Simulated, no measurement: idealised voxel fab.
process module | voxel ribs on slabs
cross-section cut | 250 nm wide | cells 5 nm
A cross-section is a grid of square cells, given in bands from the top down. A band is one or more rows of cells.
Each band's line starts with the height of the band's top and of its bottom, in nm. Then come its materials from left to right, each with its width in nm. One material with "throughout" fills the band from edge to edge. "air" is empty space.
Height 0 is the level under which the wafer as received is all one material. The lowest band goes on downwards, as in "0 down".
A width such as "30 to 40" changes by the same amount from each row of cells to the next, from the band's top row to its bottom row.
"no change" after a step means that no cell of the cross-section changed.
closed voids: empty space of 8 cells or more with no open way to the top, each as width x height at its distance from the left edge, in nm
after a step's settings: what the simulator itself notes on the step
overlay nm, on a step with a mask: how far to the right of its planned place the mask lay; to the left if negative
plan
1 op RECEIVE | material Si
2 op DIRECTIONAL_DEP | material SiO2 | thk nm 20
3 op DIRECTIONAL_DEP | material SiN | thk nm 20
4 op PATTERN | tone cover | mask id RIB | material resist | width nm 25 | thk nm 20 | overlay nm 0
5 op DIRECTIONAL_ETCH | etch materials SiN | depth nm 10
6 op STRIP | etch materials resist
7 op PATTERN | tone cover | mask id SLAB | material resist | width nm 55 | thk nm 15 | overlay nm 0
8 op DIRECTIONAL_ETCH | etch materials SiN | depth nm 10
9 op STRIP | etch materials resist
10 op FILL_DEP | material SiO2 | thk nm 15
11 op CMP | height nm 50
12 op DIRECTIONAL_DEP | material TiN | thk nm 10
13 op MASKED_ETCH | tone cover | mask id HEATER | width nm 35 | etch materials TiN | depth nm 10 | overlay nm 0
14 op CONFORMAL_DEP | material SiN | thk nm 10
as received, after step 1
  0 down: Si throughout
  closed voids: none
first wafer at the end, as planned
  70 to 60: air 95 | SiN 55 | air 100
  60 to 50: SiN 105 | TiN 35 | SiN 110
  50 to 40: SiO2 throughout
  40 to 30: SiO2 110 | SiN 25 | SiO2 115
  30 to 20: SiO2 95 | SiN 55 | SiO2 100
  20 to 0: SiO2 throughout
  0 down: Si throughout
  closed voids: none
second wafer at the end: like start, like plan, one mistake
  70 to 60: air 95 | SiN 55 | air 100
  60 to 50: SiN 105 | TiN 35 | SiN 110
  50 to 40: SiO2 95 | SiN 55 | SiO2 100
  40 to 0: SiO2 throughout
  0 down: Si throughout
  closed voids: none
what went wrong: step 2 was run twice
at the end the second wafer has, in cells: 10 fewer of SiN | 10 more of SiO2
